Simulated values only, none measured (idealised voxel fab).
Herein follows the process module entitled voxel capacitor over wiring.
Xsec cut, 215 nm wide, square cell size 5 nm.
Cross-section spec: square-cell grid; bands listed top down; each band is one or more rows. Band: top height; bottom height; in nm. Then, left to right: material with width in nm, for each material. "all across": a single material spanning edge to edge. "blank": empty space. Counting heights begins at 0, where everything beneath is, in the wafer as received, one material. The lowest band has no bottom; it goes on downwards, as "0 nm and below" shows. Note: "30 to 40" means the width goes from the first number (top row of the band) to the second number (bottom row) in equal steps per row of cells. The cross-section has no changed cell in any step marked "no change occurred". What "Closed void list" gives you is every empty space of 8 cells or more that is cut off from the top. Each appears as width x height at distance, with the distance taken from the left edge and width, height and distance all in nm. Step line, after settings: the simulator's comment on this step. overlay nm: mask offset rightward from planned place, masked step; negative means leftward offset.
THE STEPS PLANNED FOR THE PROCESS ARE AS FOLLOWS
1 RECEIVE (material Si)
2 CONFORMAL_DEP (material SiO2; thk nm 15)
3 DIRECTIONAL_DEP (material TiN; thk nm 5)
4 DIRECTIONAL_DEP (material W; thk nm 15)
5 DIRECTIONAL_DEP (material aC; thk nm 15)
6 PATTERN (tone cover; mask id METAL_1; material resist; width nm 20; pitch nm 70; thk nm 35; overlay nm 0)
7 DIRECTIONAL_ETCH (etch materials aC; depth nm 15)
8 STRIP (etch materials resist)
9 DIRECTIONAL_ETCH (etch materials W; depth nm 15)
10 DIRECTIONAL_ETCH (etch materials TiN; depth nm 5)
11 STRIP (etch materials aC)
12 CONFORMAL_DEP (material SiN; thk nm 5)
13 FILL_DEP (material lowk; thk nm 10)
14 CMP (height nm 35)
15 CONFORMAL_DEP (material SiCN; thk nm 5)
16 DIRECTIONAL_DEP (material lowk; thk nm 20)
17 MASKED_ETCH (tone open; mask id PLUG_1; width nm 15; etch materials lowk; depth nm 20; overlay nm 0)
18 MASKED_ETCH (tone open; mask id PLUG_1; width nm 15; etch materials SiCN; depth nm 5; overlay nm 0)
19 CONFORMAL_DEP (material TiN; thk nm 5)
20 FILL_DEP (material Cu; thk nm 10)
21 CMP (height nm 60)
22 DIRECTIONAL_DEP (material TiN; thk nm 10)
23 DIRECTIONAL_DEP (material HfO2; thk nm 5)
24 DIRECTIONAL_DEP (material TiN; thk nm 10)
25 PATTERN (tone cover; mask id UPPER_PLATE; material resist; width nm 55; thk nm 15; overlay nm 0)
26 DIRECTIONAL_ETCH (etch materials TiN; depth nm 10)
27 DIRECTIONAL_ETCH (etch materials HfO2; depth nm 5)
28 STRIP (etch materials resist)
29 PATTERN (tone cover; mask id LOWER_PLATE; material resist; width nm 65; thk nm 20; overlay nm 0)
30 DIRECTIONAL_ETCH (etch materials TiN; depth nm 10)
31 STRIP (etch materials resist)
32 FILL_DEP (material SiO2; thk nm 20)
33 CMP (height nm 100)
34 MASKED_ETCH (tone open; mask id PLUG_2; width nm 15; etch materials SiO2; depth nm 15; overlay nm 0)
35 CONFORMAL_DEP (material TiN; thk nm 5)
36 FILL_DEP (material Cu; thk nm 10)
37 CMP (height nm 100)
38 CONFORMAL_DEP (material SiN; thk nm 5)
AS RECEIVED (POST STEP 1): CROSS-SECTION
- 0 nm and below = Si all across
- Closed void list: none
BELOW IS THE WAFER IN CROSS-SECTION AFTER THE MODULE WAS COMPLETED. IT BEGAN FROM THE STARTING POINT SHOWN ABOVE AND FOLLOWED THE PLAN SHOWN ABOVE, EXCEPT THAT ONE MISTAKE WAS MADE WHILE RUNNING IT
- 105 nm to 100 nm = SiN all across
- 100 nm to 90 nm = 75 nm SiO2; 5 nm TiN; 5 nm Cu; 5 nm TiN; 125 nm SiO2
- 90 nm to 85 nm = 75 nm SiO2; 15 nm TiN; 125 nm SiO2
- 85 nm to 75 nm = 65 nm SiO2; 55 nm TiN; 95 nm SiO2
- 75 nm to 70 nm = 65 nm SiO2; 55 nm HfO2; 95 nm SiO2
- 70 nm to 60 nm = 60 nm SiO2; 65 nm TiN; 90 nm SiO2
- 60 nm to 40 nm = 65 nm lowk; 5 nm TiN; 5 nm Cu; 5 nm TiN; 135 nm lowk
- 40 nm to 35 nm = 65 nm SiCN; 15 nm TiN; 135 nm SiCN
- 35 nm to 20 nm = 55 nm Cu; 5 nm SiN; 20 nm W; 5 nm SiN; 40 nm Cu; 5 nm SiN; 20 nm W; 5 nm SiN; 60 nm Cu
- 20 nm to 15 nm = 60 nm SiN; 20 nm TiN; 50 nm SiN; 20 nm TiN; 65 nm SiN
- 15 nm to 0 nm = SiO2 all across
- 0 nm and below = Si all across
- Closed void list: none
The plan and the run diverged here: heads up, step 13 didn't go per plan, it actually ran as FILL_DEP (material Cu; thk nm 10)
